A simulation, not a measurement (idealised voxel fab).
You're looking at the process module voxel quadruple lines.
The width of the displayed cross-section, cut, is 190 nm; its cells are square, with a size of 5 nm.
In this document a cross-section is written as a grid of square cells. It is given as a series of bands, listed from the top down, and a band is one or more rows of cells. Each band's line starts with the height of the band's top and of its bottom, in nm. Then come its materials from left to right, each with its width in nm. One material with "all across" fills the band from edge to edge. "air" is empty space. Heights from 0 (as-received wafer is one material below). Bottom band endless downward, as "top 0, no bottom". A width given as "30->40" starts at the first number in the band's top row and ends at the second number in its bottom row, shifting by an equal amount at every step from row to row. A step reported as "no alterations made" is a step in which no cell of the cross-section changed. The list in "Sealed cavities" covers empty spaces of 8 cells or more that cannot reach the top through any open way, and it gives each as width x height at distance; the distance is from the left edge, and width, height and distance are in nm. On a step's line, text after the settings is the simulator commenting on that step. If you see "overlay nm" on a step's line and that step has a mask, it's telling you how far right of where it was planned the mask ended up; a negative number means it went left instead.
Process steps foreseen in the plan
1,RECEIVE [material Si]
2,CONFORMAL_DEP [material SiO2] [thk nm 10]
3,DIRECTIONAL_DEP [material TiN] [thk nm 10]
4,DIRECTIONAL_DEP [material polySi] [thk nm 20]
5,DIRECTIONAL_DEP [material aC] [thk nm 25]
6,PATTERN [tone cover] [mask id MANDREL] [material resist] [width nm 20] [thk nm 35] [overlay nm 0]
7,DIRECTIONAL_ETCH [etch materials aC] [depth nm 25]
8,STRIP [etch materials resist]
9,CONFORMAL_DEP [material SiO2] [thk nm 10]
10,DIRECTIONAL_ETCH [etch materials SiO2] [depth nm 10]
11,STRIP [etch materials aC]
12,DIRECTIONAL_ETCH [etch materials polySi] [depth nm 20]
13,STRIP [etch materials SiO2]
14,CONFORMAL_DEP [material SiN] [thk nm 5]
15,DIRECTIONAL_ETCH [etch materials SiN] [depth nm 5]
16,STRIP [etch materials polySi]
17,DIRECTIONAL_ETCH [etch materials TiN] [depth nm 10]
18,STRIP [etch materials SiN]
19,FILL_DEP [material SiO2] [thk nm 10]
20,CMP [height nm 20]
first wafer, as planned
Step 1 complete: cross-section of the wafer as received
* top 0, no bottom | Si all across
* Sealed cavities: none
Cross-section of the wafer subsequent to step 2
* top 10, bottom 0 | SiO2 all across
* Everything below 0 is unchanged.
Cross-section of the wafer subsequent to step 3
* top 20, bottom 10 | TiN all across
* Everything below 10 is unchanged.
Cross-section of the wafer subsequent to step 4
* top 40, bottom 20 | polySi all across
* Everything below 20 is unchanged.
Cross-section of the wafer subsequent to step 5
* top 65, bottom 40 | aC all across
* Everything below 40 is unchanged.
Cross-section of the wafer subsequent to step 6
* top 100, bottom 65 | air 85; resist 20; air 85
* Everything below 65 is unchanged.
Cross-section of the wafer subsequent to step 7
* top 75, bottom 65 | air 85; resist 20; air 85
* top 65, bottom 40 | air 85; aC 20; air 85
* Everything below 40 is unchanged.
Cross-section of the wafer subsequent to step 8
* top 65, bottom 40 | air 85; aC 20; air 85
* Everything below 40 is unchanged.
Cross-section of the wafer subsequent to step 9
* top 75, bottom 65 | air 75; SiO2 40; air 75
* top 65, bottom 50 | air 75; SiO2 10; aC 20; SiO2 10; air 75
* top 50, bottom 40 | SiO2 85; aC 20; SiO2 85
* Everything below 40 is unchanged.
Cross-section of the wafer subsequent to step 10
* top 65, bottom 40 | air 75; SiO2 10; aC 20; SiO2 10; air 75
* Everything below 40 is unchanged.
Cross-section of the wafer subsequent to step 11
* top 65, bottom 40 | air 75; SiO2 10; air 20; SiO2 10; air 75
* Everything below 40 is unchanged.
Cross-section of the wafer subsequent to step 12
* top 65, bottom 40 | air 75; SiO2 10; air 20; SiO2 10; air 75
* top 40, bottom 20 | air 75; polySi 10; air 20; polySi 10; air 75
* Everything below 20 is unchanged.
Cross-section of the wafer subsequent to step 13
* top 40, bottom 20 | air 75; polySi 10; air 20; polySi 10; air 75
* Everything below 20 is unchanged.
Cross-section of the wafer subsequent to step 14
* top 45, bottom 40 | air 70; SiN 20; air 10; SiN 20; air 70
* top 40, bottom 25 | air 70; SiN 5; polySi 10; SiN 5; air 10; SiN 5; polySi 10; SiN 5; air 70
* top 25, bottom 20 | SiN 75; polySi 10; SiN 20; polySi 10; SiN 75
* Everything below 20 is unchanged.
Cross-section of the wafer subsequent to step 15
* top 40, bottom 20 | air 70; SiN 5; polySi 10; SiN 5; air 10; SiN 5; polySi 10; SiN 5; air 70
* Everything below 20 is unchanged.
Cross-section of the wafer subsequent to step 16
* top 40, bottom 20 | air 70; SiN 5; air 10; SiN 5; air 10; SiN 5; air 10; SiN 5; air 70
* Everything below 20 is unchanged.
Cross-section of the wafer subsequent to step 17
* top 40, bottom 20 | air 70; SiN 5; air 10; SiN 5; air 10; SiN 5; air 10; SiN 5; air 70
* top 20, bottom 10 | air 70; TiN 5; air 10; TiN 5; air 10; TiN 5; air 10; TiN 5; air 70
* Everything below 10 is unchanged.
Cross-section of the wafer subsequent to step 18
* top 20, bottom 10 | air 70; TiN 5; air 10; TiN 5; air 10; TiN 5; air 10; TiN 5; air 70
* Everything below 10 is unchanged.
Cross-section of the wafer subsequent to step 19
* top 30, bottom 20 | SiO2 all across
* top 20, bottom 10 | SiO2 70; TiN 5; SiO2 10; TiN 5; SiO2 10; TiN 5; SiO2 10; TiN 5; SiO2 70
* Everything below 10 is unchanged.
Cross-section of the wafer subsequent to step 20
* top 20, bottom 10 | SiO2 70; TiN 5; SiO2 10; TiN 5; SiO2 10; TiN 5; SiO2 10; TiN 5; SiO2 70
* Everything below 10 is unchanged.
Second of two: same start, same plan, one run error; steps up to and including 5 match the first
Second wafer shown in cross-section at the time step 6 was slated to end
* top 100, bottom 65 | air 75; resist 20; air 95
* Everything below 65 is unchanged.
Second wafer shown in cross-section at the time step 7 was slated to end
* top 75, bottom 65 | air 75; resist 20; air 95
* top 65, bottom 40 | air 75; aC 20; air 95
* Everything below 40 is unchanged.
Second wafer shown in cross-section at the time step 8 was slated to end
* top 65, bottom 40 | air 75; aC 20; air 95
* Everything below 40 is unchanged.
Second wafer shown in cross-section at the time step 9 was slated to end
* top 75, bottom 65 | air 65; SiO2 40; air 85
* top 65, bottom 50 | air 65; SiO2 10; aC 20; SiO2 10; air 85
* top 50, bottom 40 | SiO2 75; aC 20; SiO2 95
* Everything below 40 is unchanged.
Second wafer shown in cross-section at the time step 10 was slated to end
* top 65, bottom 40 | air 65; SiO2 10; aC 20; SiO2 10; air 85
* Everything below 40 is unchanged.
Second wafer shown in cross-section at the time step 11 was slated to end
* top 65, bottom 40 | air 65; SiO2 10; air 20; SiO2 10; air 85
* Everything below 40 is unchanged.
Second wafer shown in cross-section at the time step 12 was slated to end
* top 65, bottom 40 | air 65; SiO2 10; air 20; SiO2 10; air 85
* top 40, bottom 20 | air 65; polySi 10; air 20; polySi 10; air 85
* Everything below 20 is unchanged.
Second wafer shown in cross-section at the time step 13 was slated to end
* top 40, bottom 20 | air 65; polySi 10; air 20; polySi 10; air 85
* Everything below 20 is unchanged.
Second wafer shown in cross-section at the time step 14 was slated to end
* top 45, bottom 40 | air 60; SiN 20; air 10; SiN 20; air 80
* top 40, bottom 25 | air 60; SiN 5; polySi 10; SiN 5; air 10; SiN 5; polySi 10; SiN 5; air 80
* top 25, bottom 20 | SiN 65; polySi 10; SiN 20; polySi 10; SiN 85
* Everything below 20 is unchanged.
Second wafer shown in cross-section at the time step 15 was slated to end
* top 40, bottom 20 | air 60; SiN 5; polySi 10; SiN 5; air 10; SiN 5; polySi 10; SiN 5; air 80
* Everything below 20 is unchanged.
Second wafer shown in cross-section at the time step 16 was slated to end
* top 40, bottom 20 | air 60; SiN 5; air 10; SiN 5; air 10; SiN 5; air 10; SiN 5; air 80
* Everything below 20 is unchanged.
Second wafer shown in cross-section at the time step 17 was slated to end
* top 40, bottom 20 | air 60; SiN 5; air 10; SiN 5; air 10; SiN 5; air 10; SiN 5; air 80
* top 20, bottom 10 | air 60; TiN 5; air 10; TiN 5; air 10; TiN 5; air 10; TiN 5; air 80
* Everything below 10 is unchanged.
Second wafer shown in cross-section at the time step 18 was slated to end
* top 20, bottom 10 | air 60; TiN 5; air 10; TiN 5; air 10; TiN 5; air 10; TiN 5; air 80
* Everything below 10 is unchanged.
Second wafer shown in cross-section at the time step 19 was slated to end
* top 30, bottom 20 | SiO2 all across
* top 20, bottom 10 | SiO2 60; TiN 5; SiO2 10; TiN 5; SiO2 10; TiN 5; SiO2 10; TiN 5; SiO2 80
* Everything below 10 is unchanged.
Second wafer shown in cross-section at the time step 20 was slated to end
* top 20, bottom 10 | SiO2 60; TiN 5; SiO2 10; TiN 5; SiO2 10; TiN 5; SiO2 10; TiN 5; SiO2 80
* Everything below 10 is unchanged.
Run error: step 6 deviated from plan and actually ran as PATTERN [tone cover] [mask id MANDREL] [material resist] [width nm 20] [thk nm 35] [overlay nm -10]
When the process is done, the second wafer contains the same cell count of every material as the first wafer, but distributed over other locations.
